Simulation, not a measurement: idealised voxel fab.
process module | voxel released beams
cross-section cut | 220 nm wide | cells 5 nm
A cross-section is a grid of square cells, given in bands from the top down. A band is one or more rows of cells.
Each band's line starts with the height of the band's top and of its bottom, in nm. Then come its materials from left to right, each with its width in nm. One material with "throughout" fills the band from edge to edge. "air" is empty space.
Height 0 is the level under which the wafer as received is all one material. The lowest band goes on downwards, as in "0 down".
A width such as "30 to 40" changes by the same amount from each row of cells to the next, from the band's top row to its bottom row.
"no change" after a step means that no cell of the cross-section changed.
closed voids: empty space of 8 cells or more with no open way to the top, each as width x height at its distance from the left edge, in nm
after a step's settings: what the simulator itself notes on the step
overlay nm, on a step with a mask: how far to the right of its planned place the mask lay; to the left if negative
plan
1 op RECEIVE | material Si
2 op CONFORMAL_DEP | material Al2O3 | thk nm 10
3 op DIRECTIONAL_DEP | material SiO2 | thk nm 10
4 op PATTERN | tone open | mask id ANCHOR | material resist | width nm 35 | thk nm 15 | overlay nm 0
5 op DIRECTIONAL_ETCH | etch materials SiO2 | depth nm 10
6 op STRIP | etch materials resist
7 op CONFORMAL_DEP | material polySi | thk nm 15
8 op DIRECTIONAL_DEP | material aC | thk nm 15
9 op PATTERN | tone cover | mask id BEAM | material resist | width nm 85 | thk nm 30 | overlay nm 0
10 op DIRECTIONAL_ETCH | etch materials aC | depth nm 15
11 op STRIP | etch materials resist
12 op DIRECTIONAL_ETCH | etch materials polySi | depth nm 15
13 op STRIP | etch materials aC
14 op STRIP | etch materials SiO2
as received, after step 1
  0 down: Si throughout
  closed voids: none
a wafer at the end: this start, this plan, one mistake
  50 to 40: Al2O3 85 | air 5 | Al2O3 130
  40 to 35: Al2O3 throughout
  35 to 25: polySi 85 | Al2O3 5 | polySi 130
  25 to 20: polySi throughout
  20 to 10: SiO2 70 | polySi 35 | SiO2 115
  10 to 0: Al2O3 throughout
  0 down: Si throughout
  closed voids: none
what went wrong: step 8 ran as: op DIRECTIONAL_DEP | material Al2O3 | thk nm 15
